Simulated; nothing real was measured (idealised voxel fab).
The following is a process module called voxel transistor to metal.
150 nm wide, 5 nm square cells: that's cross-section cut.
This document writes a cross-section as a grid whose cells are square, and gives it as bands, listed from the top down; one or more rows of cells form a band.
Top height, bottom height, nm. Materials left to right, width each, nm. Single material + "throughout" = fills band edge to edge. "empty" = empty.
Height reference: 0 = level under which incoming wafer is all one material. Lowest band: no bottom, runs on downward, e.g. "0 -> down".
Read "30->40" as a graded width: first number on top, second number at the bottom, same change between each pair of neighbouring rows.
Basically "remained the same" means that step didn't change any cell in the cross-section.
Each empty space that has no open way to the top and spans at least 8 cells appears under "Closed void table" as width x height at distance, the distance counted from the left edge, all in nm.
Formally, on a step line, whatever follows the settings is a remark that the simulator itself makes on the step.
A step line may carry the setting "overlay nm", which, for steps involving a mask, states the distance by which the mask lay to the right of its intended position; negative values denote displacement to the left.

THE FOLLOWING LIST GIVES THE PLANNED PROCESS STEPS
1) RECEIVE [material Si]
2) OXIDIZE [depth nm 5]
3) CONFORMAL_DEP [material SiN] [thk nm 10]
4) MASKED_ETCH [tone cover] [mask id ACTIVE] [width nm 95] [etch materials SiN] [depth nm 10] [overlay nm 0]
5) MASKED_ETCH [tone cover] [mask id ACTIVE] [width nm 95] [etch materials SiO2] [depth nm 5] [overlay nm 0]
6) MASKED_ETCH [tone cover] [mask id ACTIVE] [width nm 95] [etch materials Si] [depth nm 25] [overlay nm 0]
7) FILL_DEP [material SiO2] [thk nm 15]
8) CMP [height nm 10]
9) SELECTIVE_ETCH [etch materials SiO2] [depth nm 10]
10) STRIP [etch materials SiN]
11) SELECTIVE_ETCH [etch materials SiO2] [depth nm 5]
12) OXIDIZE [depth nm 5]
13) DIRECTIONAL_DEP [material polySi] [thk nm 25]
14) DIRECTIONAL_DEP [material SiCN] [thk nm 15]
15) PATTERN [tone cover] [mask id GATE] [material resist] [width nm 25] [thk nm 20] [overlay nm 0]
16) DIRECTIONAL_ETCH [etch materials SiCN] [depth nm 25]
17) DIRECTIONAL_ETCH [etch materials polySi] [depth nm 35]
18) STRIP [etch materials resist]
19) CONFORMAL_DEP [material SiO2] [thk nm 5]
20) DIRECTIONAL_ETCH [etch materials SiO2] [depth nm 5]
21) CONFORMAL_DEP [material SiN] [thk nm 5]
22) DIRECTIONAL_ETCH [etch materials SiN] [depth nm 5]
23) DIRECTIONAL_ETCH [etch materials SiO2] [depth nm 5]
24) DIRECTIONAL_ETCH [etch materials Si] [depth nm 10]
25) EPI [material SiGe] [thk nm 10]
26) FILL_DEP [material SiO2] [thk nm 10]
27) CMP [height nm 35]
28) DIRECTIONAL_DEP [material SiO2] [thk nm 10]
29) MASKED_ETCH [tone open] [mask id CONTACT] [width nm 25] [pitch nm 60] [etch materials SiO2] [depth nm 55] [overlay nm 0]
30) CONFORMAL_DEP [material TiN] [thk nm 5]
31) FILL_DEP [material Ru] [thk nm 5]
32) CMP [height nm 45]
33) DIRECTIONAL_DEP [material TiN] [thk nm 5]
34) DIRECTIONAL_DEP [material Ru] [thk nm 20]
35) PATTERN [tone cover] [mask id METAL_1] [material resist] [width nm 15] [pitch nm 70] [thk nm 20] [overlay nm 0]
36) DIRECTIONAL_ETCH [etch materials Ru] [depth nm 20]
37) DIRECTIONAL_ETCH [etch materials TiN] [depth nm 5]
38) STRIP [etch materials resist]
39) CONFORMAL_DEP [material SiN] [thk nm 5]
40) FILL_DEP [material SiO2] [thk nm 5]
41) CMP [height nm 70]
42) CONFORMAL_DEP [material SiN] [thk nm 5]

CROSS-SECTION, INCOMING MATERIAL, AFTER STEP 1
- 0 -> down: Si throughout
- Closed void table: none

A WAFER AT THE END: THIS START, THIS PLAN, ONE MISTAKE
- 75 -> 70: SiN throughout
- 70 -> 50: SiO2 25 nm  SiN 5 nm  Ru 15 nm  SiN 5 nm  SiO2 45 nm  SiN 5 nm  Ru 15 nm  SiN 5 nm  SiO2 30 nm
- 50 -> 45: SiN 30 nm  TiN 15 nm  SiN 55 nm  TiN 15 nm  SiN 35 nm
- 45 -> 35: SiO2 30 nm  TiN 5 nm  Ru 15->10 nm  TiN 5->10 nm  SiO2 35 nm  TiN 5->10 nm  Ru 15->10 nm  TiN 5 nm  SiO2 35 nm
- 35 -> 15: SiO2 30 nm  TiN 5 nm  Ru 10 nm  TiN 5 nm  SiN 5 nm  SiO2 5 nm  polySi 25 nm  SiO2 5 nm  SiN 5 nm  TiN 5 nm  Ru 10 nm  TiN 5 nm  SiO2 35 nm
- 15 -> 10: SiO2 30 nm  TiN 20 nm  SiN 5 nm  SiO2 5 nm  polySi 25 nm  SiO2 5 nm  SiN 5 nm  TiN 20 nm  SiO2 35 nm
- 10 -> 0: SiCN throughout
- 0 -> -5: SiO2 throughout
- -5 -> down: Si throughout
- Closed void table: none
The mistake made against the process plan was this: step 3 did not happen as planned, as run it was CONFORMAL_DEP [material SiCN] [thk nm 10]
